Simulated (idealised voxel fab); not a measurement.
The process module that follows is named voxel capacitor over wiring.
The figure presents cross-section cut, which has a width of 295 nm and is divided into square cells with an edge length of 5 nm.
Cross-section spec: square-cell grid; bands listed top down; each band is one or more rows. Look at the band entry: it leads with the top's height and the bottom's height in nm. Then it lists the materials left to right, with a width in nm for each. The word "full width" on a single material says that material fills the band edge to edge. The word "air" is empty space. Height 0 is the level under which the wafer as received is all one material. The lowest band goes on downwards, as in "0 nm and below". Graded width ("30->40"): value in top row of band = first number; value in bottom row = second number; row-to-row change constant. For the purposes of this document, the phrase "no modification" attached to a step denotes that no cell within the cross-section was modified by that step. Reported under the label "Trapped void list" are the empty spaces having no open way to the top and comprising 8 cells or more; the notation for each is width x height at distance, in which the distance is measured from the left edge and all three values are in nm. Formally, on a step line, whatever follows the settings is a remark that the simulator itself makes on the step. Steps that use a mask can have "overlay nm" on their line. It says how far the mask sat to the right of where it was meant to be. Negative means to the left. Every pair from here on: before one process step, after it. The after cross-section reaches only to the lowest band that changed. Below the pair: the step in between and its settings. Pairs can belong to different runs of this module on the same starting wafer; a pair carries on from the pair above only if the entry headed "Pre-step geometry" says so.
Pre-step geometry
- 110 nm to 100 nm = Cu full width
- 100 nm to 95 nm = TiN full width
- 95 nm to 80 nm = Cu full width
- 80 nm to 70 nm = Cu (100)  TiN (70)  Cu (125)
- 70 nm to 65 nm = Cu (100)  Al2O3 (70)  Cu (125)
- 65 nm to 60 nm = Cu (95)  TiN (80)  Cu (120)
- 60 nm to 50 nm = SiO2 (100)  Ru (15)  SiO2 (180)
- 50 nm to 45 nm = SiCN (100)  Ru (15)  SiCN (180)
- 45 nm to 20 nm = SiO2 (90)  W (25)  SiO2 (65)  W (25)  SiO2 (90)
- 20 nm to 15 nm = SiO2 (90)  TiN (25)  SiO2 (65)  TiN (25)  SiO2 (90)
- 15 nm to 0 nm = SiO2 full width
- 0 nm and below = Si full width
- Trapped void list: none
Resulting Cross-Section
- 95 nm to 80 nm = Cu full width
- Below 80 it's all the same as before, nothing changed down there.
- Trapped void list: none
Which operation links the two cross-sections above? CMP: height nm 95
Pre-step geometry: no separate figure, the pair right above already shows it after its step.
Resulting Cross-Section
- 100 nm to 95 nm = SiCN full width
- Below 95 it's all the same as before, nothing changed down there.
- Trapped void list: none
Which operation links the two cross-sections above? CONFORMAL_DEP: material SiCN, thk nm 5
Pre-step geometry
- 80 nm to 70 nm = air (100)  TiN (70)  air (125)
- 70 nm to 65 nm = air (100)  Al2O3 (70)  air (125)
- 65 nm to 60 nm = TiN full width
- 60 nm to 50 nm = SiO2 (100)  Ru (15)  SiO2 (180)
- 50 nm to 45 nm = SiCN (100)  Ru (15)  SiCN (180)
- 45 nm to 20 nm = SiO2 (90)  W (25)  SiO2 (65)  W (25)  SiO2 (90)
- 20 nm to 15 nm = SiO2 (90)  TiN (25)  SiO2 (65)  TiN (25)  SiO2 (90)
- 15 nm to 0 nm = SiO2 full width
- 0 nm and below = Si full width
- Trapped void list: none
Resulting Cross-Section
- 75 nm to 70 nm = air (100)  TiN (70)  air (125)
- 70 nm to 65 nm = air (100)  Al2O3 (70)  air (125)
- 65 nm to 60 nm = TiN (95)  air (5)  TiN (70)  air (5)  TiN (120)
- Below 60 it's all the same as before, nothing changed down there.
- Trapped void list: none
Which operation links the two cross-sections above? MASKED_ETCH: tone open, mask id LOWER_PLATE, width nm 80, etch materials TiN, depth nm 5, overlay nm 0
Pre-step geometry: no separate figure, the pair right above already shows it after its step.
Resulting Cross-Section
- 95 nm to 75 nm = SiO2 full width
- 75 nm to 70 nm = SiO2 (100)  TiN (70)  SiO2 (125)
- 70 nm to 65 nm = SiO2 (100)  Al2O3 (70)  SiO2 (125)
- 65 nm to 60 nm = TiN (95)  SiO2 (5)  TiN (70)  SiO2 (5)  TiN (120)
- Below 60 it's all the same as before, nothing changed down there.
- Trapped void list: none
Which operation links the two cross-sections above? FILL_DEP: material SiO2, thk nm 20
Pre-step geometry: no separate figure, the pair right above already shows it after its step.
Resulting Cross-Section
- 110 nm to 95 nm = resist (110)  air (15)  resist (170)
- Below 95 it's all the same as before, nothing changed down there.
- Trapped void list: none
Which operation links the two cross-sections above? PATTERN: tone open, mask id PLUG_2, material resist, width nm 15, thk nm 15, overlay nm 0
Pre-step geometry: no separate figure, the pair right above already shows it after its step.
Resulting Cross-Section
- 110 nm to 95 nm = resist (110)  air (15)  resist (170)
- 95 nm to 80 nm = SiO2 (110)  air (15)  SiO2 (170)
- Below 80 it's all the same as before, nothing changed down there.
- Trapped void list: none
Which operation links the two cross-sections above? DIRECTIONAL_ETCH: etch materials SiO2, depth nm 15
Pre-step geometry: no separate figure, the pair right above already shows it after its step.
Resulting Cross-Section
- 95 nm to 80 nm = SiO2 (110)  air (15)  SiO2 (170)
- Below 80 it's all the same as before, nothing changed down there.
- Trapped void list: none
Which operation links the two cross-sections above? STRIP: etch materials resist
Pre-step geometry: no separate figure, the pair right above already shows it after its step.
Resulting Cross-Section
- 100 nm to 95 nm = TiN (115)  air (5)  TiN (175)
- 95 nm to 85 nm = SiO2 (110)  TiN (5)  air (5)  TiN (5)  SiO2 (170)
- 85 nm to 80 nm = SiO2 (110)  TiN (15)  SiO2 (170)
- Below 80 it's all the same as before, nothing changed down there.
- Trapped void list: none
Which operation links the two cross-sections above? CONFORMAL_DEP: material TiN, thk nm 5
Pre-step geometry: no separate figure, the pair right above already shows it after its step.
Resulting Cross-Section
- 110 nm to 100 nm = Cu full width
- 100 nm to 95 nm = TiN (115)  Cu (5)  TiN (175)
- 95 nm to 85 nm = SiO2 (110)  TiN (5)  Cu (5)  TiN (5)  SiO2 (170)
- Below 85 it's all the same as before, nothing changed down there.
- Trapped void list: none
Which operation links the two cross-sections above? FILL_DEP: material Cu, thk nm 10
Pre-step geometry: no separate figure, the pair right above already shows it after its step.
Resulting Cross-Section
- 95 nm to 85 nm = SiO2 (110)  TiN (5)  Cu (5)  TiN (5)  SiO2 (170)
- Below 85 it's all the same as before, nothing changed down there.
- Trapped void list: none
Which operation links the two cross-sections above? CMP: height nm 95
Pre-step geometry: no separate figure, the pair right above already shows it after its step.
Resulting Cross-Section
- 100 nm to 95 nm = SiCN full width
- Below 95 it's all the same as before, nothing changed down there.
- Trapped void list: none
Which operation links the two cross-sections above? CONFORMAL_DEP: material SiCN, thk nm 5
